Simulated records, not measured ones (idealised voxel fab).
Process module name: voxel self aligned vias
250 nm wide, 5 nm square cells: that's cross-section cut.
Throughout this document, each cross-section is represented as a grid of square cells and is presented as a sequence of bands enumerated from the top downward, where a band comprises one or more rows of cells. For a band, the entry starts with two heights in nm, that of the top and then that of the bottom, and carries on with the band's materials in order from left to right, each alongside its width in nm; the word "full width" beside a single material means it fills the band edge to edge, and "blank" means empty space. Convention: height 0 is the level below which the wafer, as received, is all one material. The lowest band does not terminate at the bottom but continues downward, represented as "from 0 down". A two-number width, for instance "30 to 40", indicates that the width is equal to the first number in the top row of the band and to the second number in the bottom row, and that it changes by a constant amount per row of cells. The cross-section has no changed cell in any step marked "nothing altered". Basically, "Unvented cavities" tells you about the enclosed voids: empty spaces with no open way to the top, 8 cells or bigger, each written width x height at distance, where distance is from the left edge, all in nm. Post-settings text on a step line: simulator's own remark regarding the step. overlay nm: mask right of planned place by this much (step with mask). Neg. = left.
Process steps foreseen in the plan:
1,RECEIVE,material Si
2,CONFORMAL_DEP,material SiO2,thk nm 10
3,CONFORMAL_DEP,material SiCN,thk nm 5
4,DIRECTIONAL_DEP,material lowk,thk nm 30
5,DIRECTIONAL_DEP,material aC,thk nm 10
6,PATTERN,tone open,mask id LINES,material resist,width nm 20,pitch nm 70,thk nm 25,overlay nm 0
7,DIRECTIONAL_ETCH,etch materials aC,depth nm 10
8,STRIP,etch materials resist
9,DIRECTIONAL_ETCH,etch materials lowk,depth nm 30
10,STRIP,etch materials aC
11,CONFORMAL_DEP,material TiN,thk nm 5
12,FILL_DEP,material Ru,thk nm 10
13,CMP,height nm 45
14,SELECTIVE_ETCH,etch materials W Ru TiN,depth nm 10
15,FILL_DEP,material SiN,thk nm 10
16,CMP,height nm 45
17,DIRECTIONAL_DEP,material lowk,thk nm 15
18,DIRECTIONAL_DEP,material aC,thk nm 10
19,PATTERN,tone open,mask id VIAS,material resist,width nm 40,pitch nm 70,thk nm 25,overlay nm 0
20,DIRECTIONAL_ETCH,etch materials aC,depth nm 10
21,STRIP,etch materials resist
22,DIRECTIONAL_ETCH,etch materials lowk,depth nm 15
23,DIRECTIONAL_ETCH,etch materials SiN,depth nm 10
24,STRIP,etch materials aC
25,CONFORMAL_DEP,material TiN,thk nm 5
26,FILL_DEP,material Ru,thk nm 5
27,CMP,height nm 60
28,CONFORMAL_DEP,material SiCN,thk nm 5
Incoming wafer, cross-sectional view, post step 1:
from 0 down | Si full width
Unvented cavities: none
Run as planned - first of the two wafers cross-sectioned at the end of the module:
from 65 to 60 | SiCN full width
from 60 to 50 | lowk (70)  TiN (5)  Ru (30)  TiN (5)  lowk (30)  TiN (5)  Ru (30)  TiN (5)  lowk (70)
from 50 to 40 | lowk (70 to 80)  TiN (15 to 5)  Ru (10)  TiN (15 to 5)  lowk (30 to 50)  TiN (15 to 5)  Ru (10)  TiN (15 to 5)  lowk (70 to 80)
from 40 to 35 | lowk (80)  TiN (20)  lowk (50)  TiN (20)  lowk (80)
from 35 to 20 | lowk (80)  TiN (5)  Ru (10)  TiN (5)  lowk (50)  TiN (5)  Ru (10)  TiN (5)  lowk (80)
from 20 to 15 | lowk (80)  TiN (20)  lowk (50)  TiN (20)  lowk (80)
from 15 to 10 | SiCN full width
from 10 to 0 | SiO2 full width
from 0 down | Si full width
Unvented cavities: none
Wafer two, sectioned after the module: the first wafer's start, the first wafer's plan, and one mistake in how it was run:
from 55 to 50 | SiCN full width
from 50 to 40 | lowk (70 to 80)  TiN (15 to 5)  Ru (10)  TiN (15 to 5)  lowk (30 to 50)  TiN (15 to 5)  Ru (10)  TiN (15 to 5)  lowk (70 to 80)
from 40 to 35 | lowk (80)  TiN (20)  lowk (50)  TiN (20)  lowk (80)
from 35 to 20 | lowk (80)  TiN (5)  Ru (10)  TiN (5)  lowk (50)  TiN (5)  Ru (10)  TiN (5)  lowk (80)
from 20 to 15 | lowk (80)  TiN (20)  lowk (50)  TiN (20)  lowk (80)
from 15 to 10 | SiCN full width
from 10 to 0 | SiO2 full width
from 0 down | Si full width
Unvented cavities: none
Processing error: the process deviated at step 27: the operation and settings actually run there were CMP,height nm 50
Count the cells at the end and the second wafer has more or fewer of some materials than the first: -24 Ru | -8 TiN | -68 lowk
